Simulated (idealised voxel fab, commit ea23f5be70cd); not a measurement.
Process module heading - voxel capacitor over wiring
Section cut is 170 nm wide and gridded with 5 nm square cells.
Heads up, the way a cross-section reads in here is a grid of square cells, handed over as bands from the top down, with every band being one or more rows of cells.
Band entry format. Leading values: height of top, height of bottom, nm. Remainder: materials in left-to-right order, each with its width in nm. Special words: "edge to edge" on a single material, which then fills the band edge to edge; "air", empty space.
Where do heights start? At 0: under that level the wafer as delivered is made of one material only. And the lowest band has no floor; it just carries on downward, as in "from 0 down".
The width entry "30->40" should be interpreted row by row: the top row of cells in the band takes the first number, the bottom row takes the second number, and the change between adjacent rows is uniform throughout.
The cross-section has no changed cell in any step marked "no change".
This entry, "Closed internal voids", enumerates those empty regions of no fewer than 8 cells that possess no open connection to the top. Each region is reported in the form width x height at distance, the distance being taken from the left edge, with all three quantities expressed in nm.
That trailing text on a step's line, after the settings, is the simulator's own remark on the step.
Regarding "overlay nm": on a step with a mask, it is the distance the mask lay to the right of its planned place; a negative value places it to the left.

The following list gives the planned process steps:
step 1: RECEIVE (material Si)
step 2: CONFORMAL_DEP (material SiO2; thk nm 10)
step 3: CONFORMAL_DEP (material SiCN; thk nm 5)
step 4: DIRECTIONAL_DEP (material SiO2; thk nm 25)
step 5: DIRECTIONAL_DEP (material aC; thk nm 15)
step 6: PATTERN (tone open; mask id METAL_1; material resist; width nm 30; pitch nm 85; thk nm 35; overlay nm 0)
step 7: DIRECTIONAL_ETCH (etch materials aC; depth nm 15)
step 8: STRIP (etch materials resist)
step 9: DIRECTIONAL_ETCH (etch materials SiO2; depth nm 25)
step 10: DIRECTIONAL_ETCH (etch materials SiCN; depth nm 5)
step 11: STRIP (etch materials aC)
step 12: CONFORMAL_DEP (material TiN; thk nm 5)
step 13: FILL_DEP (material Ru; thk nm 10)
step 14: CMP (height nm 40)
step 15: CONFORMAL_DEP (material SiCN; thk nm 5)
step 16: DIRECTIONAL_DEP (material lowk; thk nm 15)
step 17: PATTERN (tone open; mask id PLUG_1; material resist; width nm 15; thk nm 20; overlay nm 0)
step 18: DIRECTIONAL_ETCH (etch materials lowk; depth nm 15)
step 19: DIRECTIONAL_ETCH (etch materials SiCN; depth nm 5)
step 20: STRIP (etch materials resist)
step 21: CONFORMAL_DEP (material TiN; thk nm 5)
step 22: FILL_DEP (material Cu; thk nm 5)
step 23: CMP (height nm 60)
step 24: DIRECTIONAL_DEP (material TiN; thk nm 5)
step 25: DIRECTIONAL_DEP (material Al2O3; thk nm 5)
step 26: DIRECTIONAL_DEP (material TiN; thk nm 10)
step 27: PATTERN (tone cover; mask id UPPER_PLATE; material resist; width nm 60; thk nm 20; overlay nm 0)
step 28: DIRECTIONAL_ETCH (etch materials TiN; depth nm 10)
step 29: DIRECTIONAL_ETCH (etch materials Al2O3; depth nm 5)
step 30: STRIP (etch materials resist)
step 31: DIRECTIONAL_DEP (material aC; thk nm 10)
step 32: PATTERN (tone cover; mask id LOWER_PLATE; material resist; width nm 70; thk nm 25; overlay nm 0)
step 33: DIRECTIONAL_ETCH (etch materials aC; depth nm 10)
step 34: STRIP (etch materials resist)
step 35: DIRECTIONAL_ETCH (etch materials TiN; depth nm 5)
step 36: STRIP (etch materials aC)
step 37: FILL_DEP (material SiO2; thk nm 20)
step 38: CMP (height nm 95)
step 39: DIRECTIONAL_DEP (material aC; thk nm 15)
step 40: PATTERN (tone open; mask id PLUG_2; material resist; width nm 15; thk nm 35; overlay nm 0)
step 41: DIRECTIONAL_ETCH (etch materials aC; depth nm 15)
step 42: STRIP (etch materials resist)
step 43: DIRECTIONAL_ETCH (etch materials SiO2; depth nm 15)
step 44: STRIP (etch materials aC)
step 45: CONFORMAL_DEP (material TiN; thk nm 5)
step 46: FILL_DEP (material Cu; thk nm 5)
step 47: CMP (height nm 95)
step 48: CONFORMAL_DEP (material SiN; thk nm 5)

Cross-section of the wafer as it came to us, i.e., already through step 1:
from 0 down: Si edge to edge
Closed internal voids: none

Here's the wafer cut in cross-section after the module, started and planned just like above, except one thing was done wrong in the run:
from 100 to 95: SiN edge to edge
from 95 to 85: SiO2 50 / TiN 5 / Cu 5 / TiN 5 / SiO2 105
from 85 to 75: SiO2 50->40 / TiN 15->55 / SiO2 105->75
from 75 to 70: SiO2 40 / TiN 60 / SiO2 70
from 70 to 65: SiO2 40 / Al2O3 60 / SiO2 70
from 65 to 60: SiO2 25 / TiN 75 / SiO2 70
from 60 to 45: lowk 40 / TiN 5 / Cu 5 / TiN 5 / lowk 115
from 45 to 40: SiCN 40 / TiN 15 / SiCN 115
from 40 to 15: SiO2 25 / TiN 5 / Ru 20 / TiN 5 / SiO2 55 / TiN 5 / Ru 20 / TiN 5 / SiO2 30
from 15 to 10: SiCN 25 / TiN 30 / SiCN 55 / TiN 30 / SiCN 30
from 10 to 0: SiO2 edge to edge
from 0 down: Si edge to edge
Closed internal voids: none
What went wrong in running the wafer? step 32 ran as: PATTERN (tone cover; mask id LOWER_PLATE; material resist; width nm 70; thk nm 25; overlay nm -10)
